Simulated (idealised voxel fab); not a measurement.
process module | voxel self aligned vias
cross-section cut | 195 nm wide | cells 5 nm
A cross-section is a grid of square cells, given in bands from the top down. A band is one or more rows of cells.
Each band's line starts with the height of the band's top and of its bottom, in nm. Then come its materials from left to right, each with its width in nm. One material with "throughout" fills the band from edge to edge. "air" is empty space.
Height 0 is the level under which the wafer as received is all one material. The lowest band goes on downwards, as in "0 down".
A width such as "30 to 40" changes by the same amount from each row of cells to the next, from the band's top row to its bottom row.
"no change" after a step means that no cell of the cross-section changed.
closed voids: empty space of 8 cells or more with no open way to the top, each as width x height at its distance from the left edge, in nm
after a step's settings: what the simulator itself notes on the step
overlay nm, on a step with a mask: how far to the right of its planned place the mask lay; to the left if negative
plan
1 op RECEIVE | material Si
2 op CONFORMAL_DEP | material SiO2 | thk nm 10
3 op CONFORMAL_DEP | material SiCN | thk nm 5
4 op DIRECTIONAL_DEP | material SiO2 | thk nm 20
5 op MASKED_ETCH | tone open | mask id LINES | width nm 25 | pitch nm 65 | etch materials SiO2 | depth nm 20 | overlay nm 0
6 op CONFORMAL_DEP | material TiN | thk nm 5
7 op FILL_DEP | material Ru | thk nm 5
8 op CMP | height nm 35
9 op SELECTIVE_ETCH | etch materials W Ru TiN | depth nm 5
10 op FILL_DEP | material SiN | thk nm 5
11 op CMP | height nm 35
12 op DIRECTIONAL_DEP | material SiO2 | thk nm 15
13 op DIRECTIONAL_DEP | material aC | thk nm 10
14 op PATTERN | tone open | mask id VIAS | material resist | width nm 45 | thk nm 25 | overlay nm 0
15 op DIRECTIONAL_ETCH | etch materials aC | depth nm 10
16 op STRIP | etch materials resist
17 op DIRECTIONAL_ETCH | etch materials SiO2 | depth nm 15
18 op DIRECTIONAL_ETCH | etch materials SiN | depth nm 5
19 op STRIP | etch materials aC
20 op CONFORMAL_DEP | material TiN | thk nm 5
21 op FILL_DEP | material Cu | thk nm 10
22 op CMP | height nm 50
23 op CONFORMAL_DEP | material SiCN | thk nm 5
varied across the wafers: thk nm of step 20. The plan shows the first wafer's value. All wafers start alike
first wafer as received, after step 1
  0 down: Si throughout
  closed voids: none
first wafer at the end, after step 23
  55 to 50: SiCN throughout
  50 to 40: SiO2 40 | TiN 5 | Cu 35 | TiN 5 | SiO2 110
  40 to 35: SiO2 40 | TiN 15 | Cu 15 | TiN 15 | SiO2 110
  35 to 30: SiO2 50 | TiN 25 | SiO2 40 | SiN 25 | SiO2 55
  30 to 20: SiO2 50 | TiN 5 | Ru 15 | TiN 5 | SiO2 40 | TiN 5 | Ru 15 | TiN 5 | SiO2 55
  20 to 15: SiO2 50 | TiN 25 | SiO2 40 | TiN 25 | SiO2 55
  15 to 10: SiCN throughout
  10 to 0: SiO2 throughout
  0 down: Si throughout
  closed voids: none
last wafer at the end
  55 to 50: SiCN throughout
  50 to 35: SiO2 40 | TiN 45 | SiO2 110
  35 to 30: SiO2 50 | TiN 25 | SiO2 40 | SiN 25 | SiO2 55
  30 to 20: SiO2 50 | TiN 5 | Ru 15 | TiN 5 | SiO2 40 | TiN 5 | Ru 15 | TiN 5 | SiO2 55
  20 to 15: SiO2 50 | TiN 25 | SiO2 40 | TiN 25 | SiO2 55
  15 to 10: SiCN throughout
  10 to 0: SiO2 throughout
  0 down: Si throughout
  closed voids: none
each wafer at the end: cells of each material gained (+) or lost (-) since it was received, then its closed voids
thk nm 5 | +17 Cu | +12 Ru | +78 SiCN | +5 SiN | +284 SiO2 | +33 TiN | closed voids: none
thk nm 10 | +6 Cu | +12 Ru | +78 SiCN | +5 SiN | +284 SiO2 | +44 TiN | closed voids: none
thk nm 15 | +12 Ru | +78 SiCN | +5 SiN | +284 SiO2 | +50 TiN | closed voids: none
thk nm 20 | +12 Ru | +78 SiCN | +5 SiN | +284 SiO2 | +50 TiN | closed voids: none
